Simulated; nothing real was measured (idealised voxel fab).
process module | voxel wiring stack
cross-section cut | 235 nm wide | cells 5 nm
A cross-section is a grid of square cells, given in bands from the top down. A band is one or more rows of cells.
Each band's line starts with the height of the band's top and of its bottom, in nm. Then come its materials from left to right, each with its width in nm. One material with "throughout" fills the band from edge to edge. "air" is empty space.
Height 0 is the level under which the wafer as received is all one material. The lowest band goes on downwards, as in "0 down".
A width such as "30 to 40" changes by the same amount from each row of cells to the next, from the band's top row to its bottom row.
"no change" after a step means that no cell of the cross-section changed.
closed voids: empty space of 8 cells or more with no open way to the top, each as width x height at its distance from the left edge, in nm
after a step's settings: what the simulator itself notes on the step
overlay nm, on a step with a mask: how far to the right of its planned place the mask lay; to the left if negative
plan
1 op RECEIVE | material Si
2 op CONFORMAL_DEP | material SiO2 | thk nm 10
3 op DIRECTIONAL_DEP | material TiN | thk nm 5
4 op DIRECTIONAL_DEP | material W | thk nm 20
5 op PATTERN | tone cover | mask id METAL_1 | material resist | width nm 20 | pitch nm 40 | thk nm 20 | overlay nm 0
6 op DIRECTIONAL_ETCH | etch materials W | depth nm 20
7 op DIRECTIONAL_ETCH | etch materials TiN | depth nm 5
8 op STRIP | etch materials resist
9 op FILL_DEP | material lowk | thk nm 5
10 op CMP | height nm 35
11 op CONFORMAL_DEP | material SiCN | thk nm 5
12 op DIRECTIONAL_DEP | material lowk | thk nm 30
13 op PATTERN | tone open | mask id METAL_2 | material resist | width nm 20 | pitch nm 40 | thk nm 20 | overlay nm 0
14 op DIRECTIONAL_ETCH | etch materials lowk | depth nm 20
15 op STRIP | etch materials resist
16 op MASKED_ETCH | tone open | mask id METAL_2_HOLES | width nm 15 | etch materials lowk | depth nm 10 | overlay nm 0
17 op MASKED_ETCH | tone open | mask id METAL_2_HOLES | width nm 15 | etch materials SiCN | depth nm 5 | overlay nm 0
18 op CONFORMAL_DEP | material TiN | thk nm 5
19 op FILL_DEP | material Cu | thk nm 5
20 op CMP | height nm 70
21 op CONFORMAL_DEP | material SiCN | thk nm 5
22 op DIRECTIONAL_DEP | material lowk | thk nm 35
23 op DIRECTIONAL_DEP | material aC | thk nm 10
24 op PATTERN | tone open | mask id METAL_3 | material resist | width nm 20 | pitch nm 40 | thk nm 30 | overlay nm 0
25 op DIRECTIONAL_ETCH | etch materials aC | depth nm 10
26 op STRIP | etch materials resist
27 op DIRECTIONAL_ETCH | etch materials lowk | depth nm 20
28 op STRIP | etch materials aC
29 op DIRECTIONAL_DEP | material aC | thk nm 15
30 op PATTERN | tone open | mask id METAL_3_HOLES | material resist | width nm 15 | thk nm 35 | overlay nm 0
31 op DIRECTIONAL_ETCH | etch materials aC | depth nm 15
32 op STRIP | etch materials resist
33 op DIRECTIONAL_ETCH | etch materials lowk | depth nm 15
34 op DIRECTIONAL_ETCH | etch materials SiCN | depth nm 5
35 op STRIP | etch materials aC
36 op CONFORMAL_DEP | material TiN | thk nm 5
37 op FILL_DEP | material Cu | thk nm 5
38 op CMP | height nm 110
39 op CONFORMAL_DEP | material SiCN | thk nm 5
40 op DIRECTIONAL_DEP | material lowk | thk nm 10
41 op MASKED_ETCH | tone open | mask id PLUG_3 | width nm 15 | pitch nm 40 | etch materials lowk | depth nm 10 | overlay nm 0
42 op MASKED_ETCH | tone open | mask id PLUG_3 | width nm 15 | pitch nm 40 | etch materials SiCN | depth nm 5 | overlay nm 0
43 op EPI | material Ru | thk nm 10
44 op EPI | material Ru | thk nm 5
45 op CONFORMAL_DEP | material SiN | thk nm 5
46 op DIRECTIONAL_DEP | material lowk | thk nm 20
47 op MASKED_ETCH | tone open | mask id METAL_4 | width nm 20 | pitch nm 40 | etch materials lowk | depth nm 20 | overlay nm 0
48 op MASKED_ETCH | tone open | mask id METAL_4 | width nm 20 | pitch nm 40 | etch materials SiN | depth nm 5 | overlay nm 0
49 op CONFORMAL_DEP | material TiN | thk nm 5
50 op FILL_DEP | material Ru | thk nm 5
51 op CMP | height nm 150
52 op EPI | material Ru | thk nm 5
53 op FILL_DEP | material SiCN | thk nm 5
as received, after step 1
  0 down: Si throughout
  closed voids: none
a wafer at the end: this start, this plan, one mistake
  160 to 155: SiCN throughout
  155 to 150: SiCN 80 | Ru 30 | SiCN 10 | Ru 30 | SiCN 85
  150 to 130: lowk 85 | TiN 5 | Ru 10 | TiN 5 | lowk 20 | TiN 5 | Ru 10 | TiN 5 | lowk 90
  130 to 125: SiN 85 | TiN 20 | SiN 20 | TiN 20 | SiN 90
  125 to 115: lowk 85 | Ru 15 | lowk 25 | Ru 15 | lowk 95
  115 to 110: SiCN 85 | Ru 15 | SiCN 25 | Ru 15 | SiCN 95
  110 to 95: lowk 85 | TiN 5 | Cu 10 | TiN 5 | lowk 20 | TiN 5 | Cu 10 | TiN 5 | lowk 90
  95 to 90: lowk 85 | TiN 5 | Cu 5 | TiN 10 | lowk 20 | TiN 20 | lowk 90
  90 to 80: lowk 85 | TiN 5 | Cu 5 | TiN 5 | lowk 135
  80 to 75: lowk 85 | TiN 15 | lowk 135
  75 to 70: Cu throughout
  70 to 55: lowk 85 | TiN 5 | Cu 10 | TiN 5 | lowk 20 | TiN 5 | Cu 10 | TiN 5 | lowk 90
  55 to 50: lowk 85 | TiN 5 | Cu 5 | TiN 10 | lowk 20 | TiN 20 | lowk 90
  50 to 40: lowk 85 | TiN 5 | Cu 5 | TiN 5 | lowk 135
  40 to 35: SiCN 85 | TiN 15 | SiCN 135
  35 to 15: lowk 85 | W 20 | lowk 20 | W 20 | lowk 90
  15 to 10: lowk 85 | TiN 20 | lowk 20 | TiN 20 | lowk 90
  10 to 0: SiO2 throughout
  0 down: Si throughout
  closed voids: none
what went wrong: step 21 ran as: op CONFORMAL_DEP | material Cu | thk nm 5
